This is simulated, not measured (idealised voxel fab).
Presented below is a process module, voxel self aligned contacts.
This is section cut - it's 230 nm across, gridded in 5 nm square cells.
The cross-sections in this document take the form of a grid made of square cells. They are written out as bands, in order from top to bottom. Each band consists of one or more rows of cells.
It is stipulated that each band's entry specify, in nanometres, the height of the top of the band and then that of its bottom, followed by the materials of the band in left-to-right sequence, each together with its width in nanometres. A single material marked by the word "everywhere" is understood to fill the band from edge to edge; the word "blank" is understood to denote empty space.
Height reference: 0 = level under which incoming wafer is all one material. Lowest band: no bottom, runs on downward, e.g. "0..down".
The width entry "30..40" should be interpreted row by row: the top row of cells in the band takes the first number, the bottom row takes the second number, and the change between adjacent rows is uniform throughout.
Where a step carries "everything unchanged", the cross-section came out of it unchanged, cell for cell.
This entry, "Unvented internal voids", enumerates those empty regions of no fewer than 8 cells that possess no open connection to the top. Each region is reported in the form width x height at distance, the distance being taken from the left edge, with all three quantities expressed in nm.
On each step's line, the part that comes after the settings is the simulator's own comment on the step.
"overlay nm", when on a step's line for a step with a mask, measures how far to the right of its planned place the mask lay; a negative measure means to the left.

### Set out below are the planned steps of the process
- 1: RECEIVE [material Si]
- 2: OXIDIZE [depth nm 5]
- 3: DIRECTIONAL_DEP [material polySi] [thk nm 20]
- 4: DIRECTIONAL_DEP [material SiN] [thk nm 25]
- 5: PATTERN [tone cover] [mask id GATE] [material resist] [width nm 35] [pitch nm 70] [thk nm 15] [overlay nm 0]
- 6: DIRECTIONAL_ETCH [etch materials SiN] [depth nm 25]
- 7: DIRECTIONAL_ETCH [etch materials polySi] [depth nm 20]
- 8: STRIP [etch materials resist]
- 9: CONFORMAL_DEP [material SiN] [thk nm 10]
- 10: DIRECTIONAL_ETCH [etch materials SiN] [depth nm 10]
- 11: FILL_DEP [material SiO2] [thk nm 10]
- 12: CMP [height nm 50]
- 13: DIRECTIONAL_DEP [material aC] [thk nm 15]
- 14: PATTERN [tone open] [mask id CONTACT] [material resist] [width nm 55] [pitch nm 70] [thk nm 35] [overlay nm 0]
- 15: DIRECTIONAL_ETCH [etch materials aC] [depth nm 15]
- 16: STRIP [etch materials resist]
- 17: DIRECTIONAL_ETCH [etch materials SiO2] [depth nm 55]
- 18: STRIP [etch materials aC]
- 19: CONFORMAL_DEP [material TiN] [thk nm 5]
- 20: FILL_DEP [material W] [thk nm 5]
- 21: CMP [height nm 50]
- 22: CONFORMAL_DEP [material SiN] [thk nm 5]

### first wafer, as planned

### Received-state cross-section, reflecting completion of step 1
0..down = Si everywhere
Unvented internal voids: none

### Presented here is a cross-section of the wafer after step 2 has been performed
0..-5 = SiO2 everywhere
All layers under -5 are left as they were.

### Presented here is a cross-section of the wafer after step 3 has been performed
20..0 = polySi everywhere
All layers under 0 are left as they were.

### Presented here is a cross-section of the wafer after step 4 has been performed
45..20 = SiN everywhere
All layers under 20 are left as they were.

### Presented here is a cross-section of the wafer after step 5 has been performed
60..45 = 25 nm blank, then 35 nm resist, then 35 nm blank, then 35 nm resist, then 35 nm blank, then 35 nm resist, then 30 nm blank
All layers under 45 are left as they were.

### Presented here is a cross-section of the wafer after step 6 has been performed
60..45 = 25 nm blank, then 35 nm resist, then 35 nm blank, then 35 nm resist, then 35 nm blank, then 35 nm resist, then 30 nm blank
45..20 = 25 nm blank, then 35 nm SiN, then 35 nm blank, then 35 nm SiN, then 35 nm blank, then 35 nm SiN, then 30 nm blank
All layers under 20 are left as they were.

### Presented here is a cross-section of the wafer after step 7 has been performed
60..45 = 25 nm blank, then 35 nm resist, then 35 nm blank, then 35 nm resist, then 35 nm blank, then 35 nm resist, then 30 nm blank
45..20 = 25 nm blank, then 35 nm SiN, then 35 nm blank, then 35 nm SiN, then 35 nm blank, then 35 nm SiN, then 30 nm blank
20..0 = 25 nm blank, then 35 nm polySi, then 35 nm blank, then 35 nm polySi, then 35 nm blank, then 35 nm polySi, then 30 nm blank
All layers under 0 are left as they were.

### Presented here is a cross-section of the wafer after step 8 has been performed
45..20 = 25 nm blank, then 35 nm SiN, then 35 nm blank, then 35 nm SiN, then 35 nm blank, then 35 nm SiN, then 30 nm blank
All layers under 20 are left as they were.

### Presented here is a cross-section of the wafer after step 9 has been performed
55..20 = 15 nm blank, then 55 nm SiN, then 15 nm blank, then 55 nm SiN, then 15 nm blank, then 55 nm SiN, then 20 nm blank
20..10 = 15 nm blank, then 10 nm SiN, then 35 nm polySi, then 10 nm SiN, then 15 nm blank, then 10 nm SiN, then 35 nm polySi, then 10 nm SiN, then 15 nm blank, then 10 nm SiN, then 35 nm polySi, then 10 nm SiN, then 20 nm blank
10..0 = 25 nm SiN, then 35 nm polySi, then 35 nm SiN, then 35 nm polySi, then 35 nm SiN, then 35 nm polySi, then 30 nm SiN
All layers under 0 are left as they were.

### Presented here is a cross-section of the wafer after step 10 has been performed
45..20 = 15 nm blank, then 55 nm SiN, then 15 nm blank, then 55 nm SiN, then 15 nm blank, then 55 nm SiN, then 20 nm blank
20..0 = 15 nm blank, then 10 nm SiN, then 35 nm polySi, then 10 nm SiN, then 15 nm blank, then 10 nm SiN, then 35 nm polySi, then 10 nm SiN, then 15 nm blank, then 10 nm SiN, then 35 nm polySi, then 10 nm SiN, then 20 nm blank
All layers under 0 are left as they were.

### Presented here is a cross-section of the wafer after step 11 has been performed
55..45 = SiO2 everywhere
45..20 = 15 nm SiO2, then 55 nm SiN, then 15 nm SiO2, then 55 nm SiN, then 15 nm SiO2, then 55 nm SiN, then 20 nm SiO2
20..0 = 15 nm SiO2, then 10 nm SiN, then 35 nm polySi, then 10 nm SiN, then 15 nm SiO2, then 10 nm SiN, then 35 nm polySi, then 10 nm SiN, then 15 nm SiO2, then 10 nm SiN, then 35 nm polySi, then 10 nm SiN, then 20 nm SiO2
All layers under 0 are left as they were.

### Presented here is a cross-section of the wafer after step 12 has been performed
50..45 = SiO2 everywhere
All layers under 45 are left as they were.

### Presented here is a cross-section of the wafer after step 13 has been performed
65..50 = aC everywhere
All layers under 50 are left as they were.

### Presented here is a cross-section of the wafer after step 14 has been performed
100..65 = 50 nm resist, then 55 nm blank, then 15 nm resist, then 55 nm blank, then 55 nm resist
All layers under 65 are left as they were.

### Presented here is a cross-section of the wafer after step 15 has been performed
85..65 = 50 nm resist, then 55 nm blank, then 15 nm resist, then 55 nm blank, then 55 nm resist
65..50 = 50 nm aC, then 55 nm blank, then 15 nm aC, then 55 nm blank, then 55 nm aC
All layers under 50 are left as they were.

### Presented here is a cross-section of the wafer after step 16 has been performed
65..50 = 50 nm aC, then 55 nm blank, then 15 nm aC, then 55 nm blank, then 55 nm aC
All layers under 50 are left as they were.

### Presented here is a cross-section of the wafer after step 17 has been performed
65..50 = 50 nm aC, then 55 nm blank, then 15 nm aC, then 55 nm blank, then 55 nm aC
50..45 = 50 nm SiO2, then 55 nm blank, then 15 nm SiO2, then 55 nm blank, then 55 nm SiO2
45..20 = 15 nm SiO2, then 55 nm SiN, then 15 nm blank, then 55 nm SiN, then 15 nm blank, then 55 nm SiN, then 20 nm SiO2
20..0 = 15 nm SiO2, then 10 nm SiN, then 35 nm polySi, then 10 nm SiN, then 15 nm blank, then 10 nm SiN, then 35 nm polySi, then 10 nm SiN, then 15 nm blank, then 10 nm SiN, then 35 nm polySi, then 10 nm SiN, then 20 nm SiO2
0..-5 = 70 nm SiO2, then 15 nm blank, then 55 nm SiO2, then 15 nm blank, then 75 nm SiO2
All layers under -5 are left as they were.

### Presented here is a cross-section of the wafer after step 18 has been performed
50..45 = 50 nm SiO2, then 55 nm blank, then 15 nm SiO2, then 55 nm blank, then 55 nm SiO2
All layers under 45 are left as they were.

### Presented here is a cross-section of the wafer after step 19 has been performed
55..50 = 55 nm TiN, then 45 nm blank, then 25 nm TiN, then 45 nm blank, then 60 nm TiN
50..45 = 50 nm SiO2, then 25 nm TiN, then 5 nm blank, then 25 nm TiN, then 15 nm SiO2, then 25 nm TiN, then 5 nm blank, then 25 nm TiN, then 55 nm SiO2
45..20 = 15 nm SiO2, then 55 nm SiN, then 5 nm TiN, then 5 nm blank, then 5 nm TiN, then 55 nm SiN, then 5 nm TiN, then 5 nm blank, then 5 nm TiN, then 55 nm SiN, then 20 nm SiO2
20..0 = 15 nm SiO2, then 10 nm SiN, then 35 nm polySi, then 10 nm SiN, then 5 nm TiN, then 5 nm blank, then 5 nm TiN, then 10 nm SiN, then 35 nm polySi, then 10 nm SiN, then 5 nm TiN, then 5 nm blank, then 5 nm TiN, then 10 nm SiN, then 35 nm polySi, then 10 nm SiN, then 20 nm SiO2
0..-5 = 70 nm SiO2, then 15 nm TiN, then 55 nm SiO2, then 15 nm TiN, then 75 nm SiO2
All layers under -5 are left as they were.

### Presented here is a cross-section of the wafer after step 20 has been performed
60..55 = W everywhere
55..50 = 55 nm TiN, then 45 nm W, then 25 nm TiN, then 45 nm W, then 60 nm TiN
50..45 = 50 nm SiO2, then 25 nm TiN, then 5 nm W, then 25 nm TiN, then 15 nm SiO2, then 25 nm TiN, then 5 nm W, then 25 nm TiN, then 55 nm SiO2
45..20 = 15 nm SiO2, then 55 nm SiN, then 5 nm TiN, then 5 nm W, then 5 nm TiN, then 55 nm SiN, then 5 nm TiN, then 5 nm W, then 5 nm TiN, then 55 nm SiN, then 20 nm SiO2
20..0 = 15 nm SiO2, then 10 nm SiN, then 35 nm polySi, then 10 nm SiN, then 5 nm TiN, then 5 nm W, then 5 nm TiN, then 10 nm SiN, then 35 nm polySi, then 10 nm SiN, then 5 nm TiN, then 5 nm W, then 5 nm TiN, then 10 nm SiN, then 35 nm polySi, then 10 nm SiN, then 20 nm SiO2
All layers under 0 are left as they were.

### Presented here is a cross-section of the wafer after step 21 has been performed
50..45 = 50 nm SiO2, then 25 nm TiN, then 5 nm W, then 25 nm TiN, then 15 nm SiO2, then 25 nm TiN, then 5 nm W, then 25 nm TiN, then 55 nm SiO2
All layers under 45 are left as they were.

### Presented here is a cross-section of the wafer after step 22 has been performed
55..50 = SiN everywhere
All layers under 50 are left as they were.

### For the second wafer, take the first wafer's start and plan, then add one mistake made in running it; everything through step 4, that step included, is shared with the first

### Second wafer, cut view, end of step 5 per plan
60..45 = 15 nm blank, then 35 nm resist, then 35 nm blank, then 35 nm resist, then 35 nm blank, then 35 nm resist, then 40 nm blank
All layers under 45 are left as they were.

### Second wafer, cut view, end of step 6 per plan
60..45 = 15 nm blank, then 35 nm resist, then 35 nm blank, then 35 nm resist, then 35 nm blank, then 35 nm resist, then 40 nm blank
45..20 = 15 nm blank, then 35 nm SiN, then 35 nm blank, then 35 nm SiN, then 35 nm blank, then 35 nm SiN, then 40 nm blank
All layers under 20 are left as they were.

### Second wafer, cut view, end of step 7 per plan
60..45 = 15 nm blank, then 35 nm resist, then 35 nm blank, then 35 nm resist, then 35 nm blank, then 35 nm resist, then 40 nm blank
45..20 = 15 nm blank, then 35 nm SiN, then 35 nm blank, then 35 nm SiN, then 35 nm blank, then 35 nm SiN, then 40 nm blank
20..0 = 15 nm blank, then 35 nm polySi, then 35 nm blank, then 35 nm polySi, then 35 nm blank, then 35 nm polySi, then 40 nm blank
All layers under 0 are left as they were.

### Second wafer, cut view, end of step 8 per plan
45..20 = 15 nm blank, then 35 nm SiN, then 35 nm blank, then 35 nm SiN, then 35 nm blank, then 35 nm SiN, then 40 nm blank
All layers under 20 are left as they were.

### Second wafer, cut view, end of step 9 per plan
55..20 = 5 nm blank, then 55 nm SiN, then 15 nm blank, then 55 nm SiN, then 15 nm blank, then 55 nm SiN, then 30 nm blank
20..10 = 5 nm blank, then 10 nm SiN, then 35 nm polySi, then 10 nm SiN, then 15 nm blank, then 10 nm SiN, then 35 nm polySi, then 10 nm SiN, then 15 nm blank, then 10 nm SiN, then 35 nm polySi, then 10 nm SiN, then 30 nm blank
10..0 = 15 nm SiN, then 35 nm polySi, then 35 nm SiN, then 35 nm polySi, then 35 nm SiN, then 35 nm polySi, then 40 nm SiN
All layers under 0 are left as they were.

### Second wafer, cut view, end of step 10 per plan
45..20 = 5 nm blank, then 55 nm SiN, then 15 nm blank, then 55 nm SiN, then 15 nm blank, then 55 nm SiN, then 30 nm blank
20..0 = 5 nm blank, then 10 nm SiN, then 35 nm polySi, then 10 nm SiN, then 15 nm blank, then 10 nm SiN, then 35 nm polySi, then 10 nm SiN, then 15 nm blank, then 10 nm SiN, then 35 nm polySi, then 10 nm SiN, then 30 nm blank
All layers under 0 are left as they were.

### Second wafer, cut view, end of step 11 per plan
55..45 = SiO2 everywhere
45..20 = 5 nm SiO2, then 55 nm SiN, then 15 nm SiO2, then 55 nm SiN, then 15 nm SiO2, then 55 nm SiN, then 30 nm SiO2
20..0 = 5 nm SiO2, then 10 nm SiN, then 35 nm polySi, then 10 nm SiN, then 15 nm SiO2, then 10 nm SiN, then 35 nm polySi, then 10 nm SiN, then 15 nm SiO2, then 10 nm SiN, then 35 nm polySi, then 10 nm SiN, then 30 nm SiO2
All layers under 0 are left as they were.

### Second wafer, cut view, end of step 12 per plan
50..45 = SiO2 everywhere
All layers under 45 are left as they were.

### Second wafer, cut view, end of step 13 per plan
65..50 = aC everywhere
All layers under 50 are left as they were.

### Second wafer, cut view, end of step 14 per plan
100..65 = 50 nm resist, then 55 nm blank, then 15 nm resist, then 55 nm blank, then 55 nm resist
All layers under 65 are left as they were.

### Second wafer, cut view, end of step 15 per plan
85..65 = 50 nm resist, then 55 nm blank, then 15 nm resist, then 55 nm blank, then 55 nm resist
65..50 = 50 nm aC, then 55 nm blank, then 15 nm aC, then 55 nm blank, then 55 nm aC
All layers under 50 are left as they were.

### Second wafer, cut view, end of step 16 per plan
65..50 = 50 nm aC, then 55 nm blank, then 15 nm aC, then 55 nm blank, then 55 nm aC
All layers under 50 are left as they were.

### Second wafer, cut view, end of step 17 per plan
65..50 = 50 nm aC, then 55 nm blank, then 15 nm aC, then 55 nm blank, then 55 nm aC
50..45 = 50 nm SiO2, then 55 nm blank, then 15 nm SiO2, then 55 nm blank, then 55 nm SiO2
45..20 = 5 nm SiO2, then 55 nm SiN, then 15 nm blank, then 55 nm SiN, then 15 nm blank, then 55 nm SiN, then 30 nm SiO2
20..0 = 5 nm SiO2, then 10 nm SiN, then 35 nm polySi, then 10 nm SiN, then 15 nm blank, then 10 nm SiN, then 35 nm polySi, then 10 nm SiN, then 15 nm blank, then 10 nm SiN, then 35 nm polySi, then 10 nm SiN, then 30 nm SiO2
0..-5 = 60 nm SiO2, then 15 nm blank, then 55 nm SiO2, then 15 nm blank, then 85 nm SiO2
All layers under -5 are left as they were.

### Second wafer, cut view, end of step 18 per plan
50..45 = 50 nm SiO2, then 55 nm blank, then 15 nm SiO2, then 55 nm blank, then 55 nm SiO2
All layers under 45 are left as they were.

### Second wafer, cut view, end of step 19 per plan
55..50 = 55 nm TiN, then 45 nm blank, then 25 nm TiN, then 45 nm blank, then 60 nm TiN
50..45 = 50 nm SiO2, then 15 nm TiN, then 5 nm blank, then 35 nm TiN, then 15 nm SiO2, then 15 nm TiN, then 5 nm blank, then 35 nm TiN, then 55 nm SiO2
45..20 = 5 nm SiO2, then 55 nm SiN, then 5 nm TiN, then 5 nm blank, then 5 nm TiN, then 55 nm SiN, then 5 nm TiN, then 5 nm blank, then 5 nm TiN, then 55 nm SiN, then 30 nm SiO2
20..0 = 5 nm SiO2, then 10 nm SiN, then 35 nm polySi, then 10 nm SiN, then 5 nm TiN, then 5 nm blank, then 5 nm TiN, then 10 nm SiN, then 35 nm polySi, then 10 nm SiN, then 5 nm TiN, then 5 nm blank, then 5 nm TiN, then 10 nm SiN, then 35 nm polySi, then 10 nm SiN, then 30 nm SiO2
0..-5 = 60 nm SiO2, then 15 nm TiN, then 55 nm SiO2, then 15 nm TiN, then 85 nm SiO2
All layers under -5 are left as they were.

### Second wafer, cut view, end of step 20 per plan
60..55 = W everywhere
55..50 = 55 nm TiN, then 45 nm W, then 25 nm TiN, then 45 nm W, then 60 nm TiN
50..45 = 50 nm SiO2, then 15 nm TiN, then 5 nm W, then 35 nm TiN, then 15 nm SiO2, then 15 nm TiN, then 5 nm W, then 35 nm TiN, then 55 nm SiO2
45..20 = 5 nm SiO2, then 55 nm SiN, then 5 nm TiN, then 5 nm W, then 5 nm TiN, then 55 nm SiN, then 5 nm TiN, then 5 nm W, then 5 nm TiN, then 55 nm SiN, then 30 nm SiO2
20..0 = 5 nm SiO2, then 10 nm SiN, then 35 nm polySi, then 10 nm SiN, then 5 nm TiN, then 5 nm W, then 5 nm TiN, then 10 nm SiN, then 35 nm polySi, then 10 nm SiN, then 5 nm TiN, then 5 nm W, then 5 nm TiN, then 10 nm SiN, then 35 nm polySi, then 10 nm SiN, then 30 nm SiO2
All layers under 0 are left as they were.

### Second wafer, cut view, end of step 21 per plan
50..45 = 50 nm SiO2, then 15 nm TiN, then 5 nm W, then 35 nm TiN, then 15 nm SiO2, then 15 nm TiN, then 5 nm W, then 35 nm TiN, then 55 nm SiO2
All layers under 45 are left as they were.

### Second wafer, cut view, end of step 22 per plan
55..50 = SiN everywhere
All layers under 50 are left as they were.
Deviation from plan: step 5 ran as: PATTERN [tone cover] [mask id GATE] [material resist] [width nm 35] [pitch nm 70] [thk nm 15] [overlay nm -10]
At the close, every material occupies the same number of cells on the second wafer as on the first, only in different positions.
